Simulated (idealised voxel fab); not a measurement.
Name of the process module below: voxel wiring stack
Section cut is 160 nm wide and gridded with 5 nm square cells.
Notation: cross-section as square-cell grid; stated in bands, top first, going down; one or more cell rows per band.
It is stipulated that each band's entry specify, in nanometres, the height of the top of the band and then that of its bottom, followed by the materials of the band in left-to-right sequence, each together with its width in nanometres. A single material marked by the word "edge to edge" is understood to fill the band from edge to edge; the word "blank" is understood to denote empty space.
Counting heights begins at 0, where everything beneath is, in the wafer as received, one material. The lowest band has no bottom; it goes on downwards, as "0 nm and below" shows.
A width given as "30 to 40" starts at the first number in the band's top row and ends at the second number in its bottom row, shifting by an equal amount at every step from row to row.
No cell of the cross-section changed in a step that is given as "no modification".
Voids not open to the top, 8 cells minimum: see "Trapped cavities". Written width x height at distance; distance is from the left edge; nm.
It should be noted that, on the line of a given step, the content following the step's settings is a remark produced by the simulator itself with respect to that step.
Among the settings permitted on a step's line is "overlay nm"; applied to a step with a mask, it specifies the extent to which the mask lay to the right of its planned position, whereas a negative figure signifies a position to the left.
Listed below are the process steps as planned
1) RECEIVE with material Si
2) CONFORMAL_DEP with material SiO2, thk nm 10
3) DIRECTIONAL_DEP with material TiN, thk nm 5
4) DIRECTIONAL_DEP with material Ru, thk nm 25
5) MASKED_ETCH with tone cover, mask id METAL_1, width nm 25, pitch nm 50, etch materials Ru, depth nm 25, overlay nm 0
6) MASKED_ETCH with tone cover, mask id METAL_1, width nm 25, pitch nm 50, etch materials TiN, depth nm 5, overlay nm 0
7) CONFORMAL_DEP with material SiN, thk nm 5
8) FILL_DEP with material lowk, thk nm 5
9) CMP with height nm 40
10) CONFORMAL_DEP with material SiCN, thk nm 5
11) DIRECTIONAL_DEP with material SiO2, thk nm 35
12) DIRECTIONAL_DEP with material aC, thk nm 10
13) PATTERN with tone open, mask id METAL_2_HOLES, material resist, width nm 15, pitch nm 100, thk nm 30, overlay nm 0
14) DIRECTIONAL_ETCH with etch materials aC, depth nm 10
15) STRIP with etch materials resist
16) DIRECTIONAL_ETCH with etch materials SiO2, depth nm 35
17) STRIP with etch materials aC
18) PATTERN with tone open, mask id METAL_2, material resist, width nm 25, pitch nm 50, thk nm 15, overlay nm 0
19) DIRECTIONAL_ETCH with etch materials SiO2, depth nm 20
20) DIRECTIONAL_ETCH with etch materials SiCN, depth nm 5
21) STRIP with etch materials resist
22) CONFORMAL_DEP with material TiN, thk nm 5
23) FILL_DEP with material Cu, thk nm 10
24) CMP with height nm 80
25) CONFORMAL_DEP with material SiCN, thk nm 5
26) DIRECTIONAL_DEP with material SiO2, thk nm 30
27) MASKED_ETCH with tone open, mask id METAL_3, width nm 25, pitch nm 50, etch materials SiO2, depth nm 15, overlay nm 0
28) DIRECTIONAL_DEP with material aC, thk nm 10
29) PATTERN with tone open, mask id METAL_3_HOLES, material resist, width nm 15, pitch nm 100, thk nm 30, overlay nm 0
30) DIRECTIONAL_ETCH with etch materials aC, depth nm 10
31) STRIP with etch materials resist
32) DIRECTIONAL_ETCH with etch materials SiO2, depth nm 15
33) DIRECTIONAL_ETCH with etch materials SiCN, depth nm 5
34) STRIP with etch materials aC
35) CONFORMAL_DEP with material TiN, thk nm 5
36) FILL_DEP with material Ru, thk nm 5
37) CMP with height nm 115
38) CONFORMAL_DEP with material SiCN, thk nm 5
39) DIRECTIONAL_DEP with material lowk, thk nm 25
40) DIRECTIONAL_DEP with material aC, thk nm 15
41) PATTERN with tone open, mask id METAL_4_HOLES, material resist, width nm 15, pitch nm 100, thk nm 30, overlay nm 0
42) DIRECTIONAL_ETCH with etch materials aC, depth nm 15
43) STRIP with etch materials resist
44) DIRECTIONAL_ETCH with etch materials lowk, depth nm 25
45) STRIP with etch materials aC
46) DIRECTIONAL_DEP with material aC, thk nm 15
47) PATTERN with tone open, mask id METAL_4, material resist, width nm 25, pitch nm 50, thk nm 30, overlay nm 0
48) DIRECTIONAL_ETCH with etch materials aC, depth nm 15
49) STRIP with etch materials resist
50) DIRECTIONAL_ETCH with etch materials lowk, depth nm 15
51) DIRECTIONAL_ETCH with etch materials SiCN, depth nm 5
52) STRIP with etch materials aC
53) CONFORMAL_DEP with material TiN, thk nm 5
54) FILL_DEP with material Ru, thk nm 10
55) CMP with height nm 145
56) CONFORMAL_DEP with material SiN, thk nm 5
As received (post step 1): cross-section
    0 nm and below | Si edge to edge
    Trapped cavities: none
The following cross-section depicts the wafer upon conclusion of the module. Processing commenced from the starting condition illustrated above and adhered to the plan illustrated above, save for one mistake in execution
    150 nm to 145 nm | SiN edge to edge
    145 nm to 135 nm | 15 of lowk, 5 of TiN, 15 of Ru, 5 of TiN, 25 of lowk, 5 of TiN, 15 of Ru, 5 of TiN, 25 of lowk, 5 of TiN, 15 of Ru, 5 of TiN, 20 of lowk
    135 nm to 130 nm | 15 of lowk, 5 of TiN, 5 of Ru, 15 of TiN, 25 of lowk, 25 of TiN, 25 of lowk, 5 of TiN, 5 of Ru, 15 of TiN, 20 of lowk
    130 nm to 120 nm | 15 of lowk, 5 of TiN, 5 of Ru, 5 of TiN, 85 of lowk, 5 of TiN, 5 of Ru, 5 of TiN, 30 of lowk
    120 nm to 115 nm | 15 of SiCN, 15 of TiN, 85 of SiCN, 15 of TiN, 30 of SiCN
    115 nm to 105 nm | 15 of SiO2, 5 of TiN, 15 of Ru, 5 of TiN, 25 of SiO2, 5 of TiN, 15 of Ru, 5 of TiN, 25 of SiO2, 5 of TiN, 15 of Ru, 5 of TiN, 20 of SiO2
    105 nm to 100 nm | 15 of SiO2, 5 of TiN, 5 of Ru, 15 of TiN, 25 of SiO2, 25 of TiN, 25 of SiO2, 5 of TiN, 5 of Ru, 15 of TiN, 20 of SiO2
    100 nm to 85 nm | 15 of SiO2, 5 of TiN, 5 of Ru, 5 of TiN, 85 of SiO2, 5 of TiN, 5 of Ru, 5 of TiN, 30 of SiO2
    85 nm to 80 nm | 15 of SiCN, 15 of TiN, 85 of SiCN, 15 of TiN, 30 of SiCN
    80 nm to 65 nm | 15 of SiO2, 5 of TiN, 15 of Cu, 5 of TiN, 25 of SiO2, 5 of TiN, 15 of Cu, 5 of TiN, 25 of SiO2, 5 of TiN, 15 of Cu, 5 of TiN, 20 of SiO2
    65 nm to 60 nm | 15 of SiO2, 5 of TiN, 5 of Cu, 15 of TiN, 25 of SiO2, 25 of TiN, 25 of SiO2, 5 of TiN, 5 of Cu, 15 of TiN, 20 of SiO2
    60 nm to 45 nm | 15 of SiO2, 5 of TiN, 5 of Cu, 5 of TiN, 85 of SiO2, 5 of TiN, 5 of Cu, 5 of TiN, 30 of SiO2
    45 nm to 40 nm | 15 of SiCN, 15 of TiN, 85 of SiCN, 15 of TiN, 30 of SiCN
    40 nm to 20 nm | 10 of lowk, 5 of SiN, 25 of Ru, 5 of SiN, 15 of lowk, 5 of SiN, 25 of Ru, 5 of SiN, 15 of lowk, 5 of SiN, 25 of Ru, 5 of SiN, 15 of lowk
    20 nm to 15 nm | 15 of SiN, 25 of Ru, 25 of SiN, 25 of Ru, 25 of SiN, 25 of Ru, 20 of SiN
    15 nm to 5 nm | SiO2 edge to edge
    5 nm to 0 nm | TiN edge to edge
    0 nm and below | Si edge to edge
    Trapped cavities: none
Where did the run depart from the plan? order of steps 2 and 3 inverted relative to the plan
